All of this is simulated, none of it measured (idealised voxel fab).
process module | voxel self aligned contacts
cross-section cut | 225 nm wide | cells 5 nm
A cross-section is a grid of square cells, given in bands from the top down. A band is one or more rows of cells.
Each band's line starts with the height of the band's top and of its bottom, in nm. Then come its materials from left to right, each with its width in nm. One material with "throughout" fills the band from edge to edge. "air" is empty space.
Height 0 is the level under which the wafer as received is all one material. The lowest band goes on downwards, as in "0 down".
A width such as "30 to 40" changes by the same amount from each row of cells to the next, from the band's top row to its bottom row.
"no change" after a step means that no cell of the cross-section changed.
closed voids: empty space of 8 cells or more with no open way to the top, each as width x height at its distance from the left edge, in nm
after a step's settings: what the simulator itself notes on the step
overlay nm, on a step with a mask: how far to the right of its planned place the mask lay; to the left if negative
plan
1 op RECEIVE | material Si
2 op CONFORMAL_DEP | material SiO2 | thk nm 5
3 op DIRECTIONAL_DEP | material polySi | thk nm 20
4 op DIRECTIONAL_DEP | material SiN | thk nm 20
5 op DIRECTIONAL_DEP | material aC | thk nm 15
6 op PATTERN | tone cover | mask id GATE | material resist | width nm 35 | pitch nm 75 | thk nm 35 | overlay nm 0
7 op DIRECTIONAL_ETCH | etch materials aC | depth nm 15
8 op STRIP | etch materials resist
9 op DIRECTIONAL_ETCH | etch materials SiN | depth nm 20
10 op DIRECTIONAL_ETCH | etch materials polySi | depth nm 20
11 op STRIP | etch materials aC
12 op CONFORMAL_DEP | material SiN | thk nm 10
13 op DIRECTIONAL_ETCH | etch materials SiN | depth nm 10
14 op FILL_DEP | material SiO2 | thk nm 15
15 op CMP | height nm 55
16 op PATTERN | tone open | mask id CONTACT | material resist | width nm 50 | thk nm 20 | overlay nm 0
17 op DIRECTIONAL_ETCH | etch materials SiO2 | depth nm 55
18 op STRIP | etch materials resist
19 op CONFORMAL_DEP | material TiN | thk nm 5
20 op FILL_DEP | material W | thk nm 10
21 op CMP | height nm 55
22 op CONFORMAL_DEP | material SiCN | thk nm 5
as received, after step 1
  0 down: Si throughout
  closed voids: none
a wafer at the end: this start, this plan, one mistake
  60 to 55: SiCN throughout
  55 to 45: SiO2 90 | TiN 5 to 15 | W 35 to 10 | TiN 5 to 20 | SiO2 90
  45 to 25: SiO2 45 | SiN 55 | TiN 5 | W 10 | TiN 5 | SiN 55 | SiO2 50
  25 to 5: SiO2 45 | SiN 10 | polySi 35 | SiN 10 | TiN 5 | W 10 | TiN 5 | SiN 10 | polySi 35 | SiN 10 | SiO2 50
  5 to 0: SiO2 100 | TiN 20 | SiO2 105
  0 down: Si throughout
  closed voids: none
what went wrong: step 16 ran as: op PATTERN | tone open | mask id CONTACT | material resist | width nm 45 | thk nm 20 | overlay nm 0
